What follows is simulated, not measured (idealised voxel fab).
Module name: voxel self aligned vias (process module)
270 nm wide, 5 nm square cells: that's cross-section cut.
A cross-section is a grid of square cells, given in bands from the top down. A band is one or more rows of cells.
It is stipulated that each band's entry specify, in nanometres, the height of the top of the band and then that of its bottom, followed by the materials of the band in left-to-right sequence, each together with its width in nanometres. A single material marked by the word "edge to edge" is understood to fill the band from edge to edge; the word "empty" is understood to denote empty space.
All heights in this document are referenced to 0, defined as the level beneath which the wafer, as received, consists entirely of one material. The lowest band is not bounded below; it extends indefinitely downward and is written in the form "0..down".
When a width is written as two numbers, as in "30 to 40", the first number is the width in the top row of cells of the band and the second is the width in its bottom row, and the width changes by the same amount from each row to the next.
"no change" means the step left every cell of the cross-section as it was.
Heads up: "Sealed void list" only lists the empty pockets with no open path to the top that are 8 cells or more, and it writes them as width x height at distance, distance from the left edge, in nm.
It should be noted that, on the line of a given step, the content following the step's settings is a remark produced by the simulator itself with respect to that step.
"overlay nm" denotes, for a step that has a mask, the displacement of the mask to the right of its planned place, with negative values corresponding to the left.
-- This section lists the process steps that were planned
1) RECEIVE | material Si
2) CONFORMAL_DEP | material SiO2 | thk nm 10
3) CONFORMAL_DEP | material SiCN | thk nm 5
4) DIRECTIONAL_DEP | material SiO2 | thk nm 20
5) MASKED_ETCH | tone open | mask id LINES | width nm 30 | pitch nm 60 | etch materials SiO2 | depth nm 20 | overlay nm 0
6) CONFORMAL_DEP | material TiN | thk nm 5
7) FILL_DEP | material Ru | thk nm 10
8) CMP | height nm 35
9) SELECTIVE_ETCH | etch materials W Ru TiN | depth nm 10
10) FILL_DEP | material SiN | thk nm 10
11) CMP | height nm 35
12) DIRECTIONAL_DEP | material SiO2 | thk nm 15
13) MASKED_ETCH | tone open | mask id VIAS | width nm 40 | etch materials SiO2 | depth nm 15 | overlay nm 0
14) MASKED_ETCH | tone open | mask id VIAS | width nm 40 | etch materials SiN | depth nm 10 | overlay nm 0
15) CONFORMAL_DEP | material TiN | thk nm 5
16) FILL_DEP | material Ru | thk nm 10
17) CMP | height nm 50
18) CONFORMAL_DEP | material SiN | thk nm 5
-- So this is the incoming wafer in cross-section - it's already been through step 1
* 0..down: Si edge to edge
* Sealed void list: none
-- Cross-sectional view of the first of the two wafers upon completion of the module, processed in accordance with the plan
* 55..50: SiN edge to edge
* 50..40: SiO2 (85), then TiN (5), then Ru (30), then TiN (5), then SiO2 (145)
* 40..35: SiO2 (85), then TiN (10), then Ru (20), then TiN (10), then SiO2 (145)
* 35..30: SiO2 (90), then TiN (5), then Ru (20), then TiN (5), then SiO2 (30), then SiN (30), then SiO2 (90)
* 30..25: SiO2 (90), then TiN (30), then SiO2 (30), then SiN (30), then SiO2 (90)
* 25..20: SiO2 (90), then TiN (5), then Ru (20), then TiN (5), then SiO2 (30), then TiN (5), then Ru (20), then TiN (5), then SiO2 (90)
* 20..15: SiO2 (90), then TiN (30), then SiO2 (30), then TiN (30), then SiO2 (90)
* 15..10: SiCN edge to edge
* 10..0: SiO2 edge to edge
* 0..down: Si edge to edge
* Sealed void list: none
-- second wafer at the end: like start, like plan, one mistake
* 55..50: SiN edge to edge
* 50..35: SiO2 (85), then TiN (5), then Ru (30), then TiN (5), then SiO2 (145)
* 35..30: SiO2 (85), then TiN (5), then Ru (30), then TiN (5), then SiO2 (25), then SiN (30), then SiO2 (90)
* 30..25: SiO2 (85), then TiN (40), then SiO2 (25), then SiN (30), then SiO2 (90)
* 25..20: SiO2 (85), then TiN (10), then Ru (20), then TiN (10), then SiO2 (25), then TiN (5), then Ru (20), then TiN (5), then SiO2 (90)
* 20..15: SiO2 (90), then TiN (30), then SiO2 (30), then TiN (30), then SiO2 (90)
* 15..10: SiCN edge to edge
* 10..0: SiO2 edge to edge
* 0..down: Si edge to edge
* Sealed void list: none
Which mistake was made when the wafer was run? plan step 13 was conducted twice
Final comparison by cell count, materials where the second wafer has more or fewer than the first: 4 more of Ru, 6 fewer of SiO2, 2 more of TiN
